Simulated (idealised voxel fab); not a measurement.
Presented below is a process module, voxel gate over fins.
Shown is cross-section cut, with a width of 215 nm and square cells of size 5 nm.
Cross-section spec: square-cell grid; bands listed top down; each band is one or more rows. For a band, the entry starts with two heights in nm, that of the top and then that of the bottom, and carries on with the band's materials in order from left to right, each alongside its width in nm; the word "all across" beside a single material means it fills the band edge to edge, and "blank" means empty space. Heights are measured from 0, the level below which the as-received wafer is all one material; the lowest band has no bottom and continues downward, written as in "0 nm and below". A width given as "30->40" starts at the first number in the band's top row and ends at the second number in its bottom row, shifting by an equal amount at every step from row to row. You'll sometimes find "remains unaltered" written for a step, and that's the way of saying that nowhere in the cross-section did a cell change during that step. Heads up: "Closed void listing" only lists the empty pockets with no open path to the top that are 8 cells or more, and it writes them as width x height at distance, distance from the left edge, in nm. Read whatever lies past the settings on a step's line as the simulator's own remark about the step. overlay nm: on a step with a mask, how far right of its planned place the mask lay; negative means left.

-- The steps planned for the process are as follows
| 1 | RECEIVE,material Si |
| 2 | CONFORMAL_DEP,material SiN,thk nm 10 |
| 3 | PATTERN,tone cover,mask id FINS,material resist,width nm 15,pitch nm 40,thk nm 15,overlay nm -15 |
| 4 | DIRECTIONAL_ETCH,etch materials SiN,depth nm 10 |
| 5 | DIRECTIONAL_ETCH,etch materials Si,depth nm 40 |
| 6 | STRIP,etch materials resist |
| 7 | FILL_DEP,material SiO2,thk nm 15 |
| 8 | CMP,height nm 10 |
| 9 | SELECTIVE_ETCH,etch materials SiO2,depth nm 20 |
| 10 | STRIP,etch materials SiN |
| 11 | CONFORMAL_DEP,material HfO2,thk nm 5 |
| 12 | CONFORMAL_DEP,material TiN,thk nm 5 |
| 13 | CONFORMAL_DEP,material TiAl,thk nm 5 |
| 14 | CONFORMAL_DEP,material TiN,thk nm 5 |
| 15 | FILL_DEP,material W,thk nm 15 |
| 16 | CMP,height nm 30 |
| 17 | CONFORMAL_DEP,material SiN,thk nm 10 |
Keep in mind the plan's value for the overlay nm of step 3 comes from the first wafer; the wafers don't share that setting, but they do share the same starting point.

-- Cross-section of the first of several received wafers, showing its state after step 1
	0 nm and below | Si all across
	Closed void listing: none

-- Cross-section, first of several wafers, end of module, after last step 17
	40 nm to 30 nm | SiN all across
	30 nm to 20 nm | W all across
	20 nm to 15 nm | W=5, then TiN=175, then W=35
	15 nm to 10 nm | W=5, then TiN=5, then TiAl=165, then TiN=5, then W=35
	10 nm to 5 nm | TiN=10, then TiAl=5, then TiN=35, then TiAl=5, then TiN=35, then TiAl=5, then TiN=35, then TiAl=5, then TiN=35, then TiAl=5, then TiN=40
	5 nm to 0 nm | TiAl=15, then TiN=5, then HfO2=25, then TiN=5, then TiAl=5, then TiN=5, then HfO2=25, then TiN=5, then TiAl=5, then TiN=5, then HfO2=25, then TiN=5, then TiAl=5, then TiN=5, then HfO2=25, then TiN=5, then TiAl=45
	0 nm to -5 nm | TiN=20, then HfO2=5, then Si=15, then HfO2=5, then TiN=15, then HfO2=5, then Si=15, then HfO2=5, then TiN=15, then HfO2=5, then Si=15, then HfO2=5, then TiN=15, then HfO2=5, then Si=15, then HfO2=5, then TiN=50
	-5 nm to -10 nm | HfO2=25, then Si=15, then HfO2=25, then Si=15, then HfO2=25, then Si=15, then HfO2=25, then Si=15, then HfO2=55
	-10 nm to -40 nm | SiO2=25, then Si=15, then SiO2=25, then Si=15, then SiO2=25, then Si=15, then SiO2=25, then Si=15, then SiO2=55
	-40 nm and below | Si all across
	Closed void listing: none

-- Last wafer x-sec, end of module
	40 nm to 30 nm | SiN all across
	30 nm to 20 nm | W all across
	20 nm to 15 nm | W=35, then TiN=175, then W=5
	15 nm to 10 nm | W=35, then TiN=5, then TiAl=165, then TiN=5, then W=5
	10 nm to 5 nm | TiN=40, then TiAl=5, then TiN=35, then TiAl=5, then TiN=35, then TiAl=5, then TiN=35, then TiAl=5, then TiN=35, then TiAl=5, then TiN=10
	5 nm to 0 nm | TiAl=45, then TiN=5, then HfO2=25, then TiN=5, then TiAl=5, then TiN=5, then HfO2=25, then TiN=5, then TiAl=5, then TiN=5, then HfO2=25, then TiN=5, then TiAl=5, then TiN=5, then HfO2=25, then TiN=5, then TiAl=15
	0 nm to -5 nm | TiN=50, then HfO2=5, then Si=15, then HfO2=5, then TiN=15, then HfO2=5, then Si=15, then HfO2=5, then TiN=15, then HfO2=5, then Si=15, then HfO2=5, then TiN=15, then HfO2=5, then Si=15, then HfO2=5, then TiN=20
	-5 nm to -10 nm | HfO2=55, then Si=15, then HfO2=25, then Si=15, then HfO2=25, then Si=15, then HfO2=25, then Si=15, then HfO2=25
	-10 nm to -40 nm | SiO2=55, then Si=15, then SiO2=25, then Si=15, then SiO2=25, then Si=15, then SiO2=25, then Si=15, then SiO2=25
	-40 nm and below | Si all across
	Closed void listing: none

-- Wafer rows, end of module: cells per material gained (+) or lost (-) since receipt; closed voids last
overlay nm -15, +59 HfO2, -248 Si, +86 SiN, +186 SiO2, +53 TiAl, +106 TiN, +102 W, Closed void listing: none
overlay nm -10, +59 HfO2, -248 Si, +86 SiN, +186 SiO2, +53 TiAl, +106 TiN, +102 W, Closed void listing: none
overlay nm -5, +59 HfO2, -248 Si, +86 SiN, +186 SiO2, +53 TiAl, +106 TiN, +102 W, Closed void listing: none
overlay nm 0, +59 HfO2, -248 Si, +86 SiN, +186 SiO2, +53 TiAl, +106 TiN, +102 W, Closed void listing: none
overlay nm 5, +59 HfO2, -248 Si, +86 SiN, +186 SiO2, +53 TiAl, +106 TiN, +102 W, Closed void listing: none
overlay nm 10, +59 HfO2, -248 Si, +86 SiN, +186 SiO2, +53 TiAl, +106 TiN, +102 W, Closed void listing: none
overlay nm 15, +59 HfO2, -248 Si, +86 SiN, +186 SiO2, +53 TiAl, +106 TiN, +102 W, Closed void listing: none
